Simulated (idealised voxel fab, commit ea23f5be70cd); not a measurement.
The process module presented herein is designated voxel spacer lines.
cross-section cut | 270 nm wide | cells 5 nm
A cross-section is written here as square cells arranged in a grid, and it is given in bands from the top down, each band taking up one or more rows of cells. Heads up on the band format: heights come first, top then bottom, in nm. After that it's the materials left to right, each with its width in nm. A single material flagged "everywhere" fills the whole band edge to edge, and "empty" means there's empty space there. Convention: height 0 is the level below which the wafer, as received, is all one material. The lowest band does not terminate at the bottom but continues downward, represented as "0 nm and below". The width entry "30->40" should be interpreted row by row: the top row of cells in the band takes the first number, the bottom row takes the second number, and the change between adjacent rows is uniform throughout. "no alterations made" -> step changed no cross-section cell. If an empty space has no open way to the top and is at least 8 cells in size, "Enclosed void listing" lists it, written width x height at distance, where distance is measured from the left edge and every value is in nm. The remark found on a step's line after its settings is issued by the simulator itself and pertains to that step. Among the settings permitted on a step's line is "overlay nm"; applied to a step with a mask, it specifies the extent to which the mask lay to the right of its planned position, whereas a negative figure signifies a position to the left.

## List of planned process steps
| 1 | op RECEIVE | material Si |
| 2 | op CONFORMAL_DEP | material SiO2 | thk nm 5 |
| 3 | op DIRECTIONAL_DEP | material TiN | thk nm 10 |
| 4 | op DIRECTIONAL_DEP | material aC | thk nm 30 |
| 5 | op PATTERN | tone cover | mask id MANDREL | material resist | width nm 15 | pitch nm 60 | thk nm 40 | overlay nm 0 |
| 6 | op DIRECTIONAL_ETCH | etch materials aC | depth nm 30 |
| 7 | op STRIP | etch materials resist |
| 8 | op CONFORMAL_DEP | material SiN | thk nm 15 |
| 9 | op DIRECTIONAL_ETCH | etch materials SiN | depth nm 15 |
| 10 | op STRIP | etch materials aC |
| 11 | op DIRECTIONAL_ETCH | etch materials TiN | depth nm 10 |
| 12 | op STRIP | etch materials SiN |
| 13 | op FILL_DEP | material SiO2 | thk nm 10 |
| 14 | op CMP | height nm 15 |

## Cross-section of the incoming wafer, state after step 1
- 0 nm and below | Si everywhere
- Enclosed void listing: none

## Below is the wafer in cross-section after the module was completed. It began from the starting point shown above and followed the plan shown above, except that one mistake was made while running it
- 15 nm to 5 nm | 50 SiO2  15 TiN  15 SiO2  15 TiN  15 SiO2  15 TiN  15 SiO2  15 TiN  15 SiO2  15 TiN  15 SiO2  15 TiN  55 SiO2
- 5 nm to 0 nm | TiN everywhere
- 0 nm and below | Si everywhere
- Enclosed void listing: none
Finding, execution versus plan: so step 2 ended up running with a different setting than we planned, it ran as op CONFORMAL_DEP | material TiN | thk nm 5
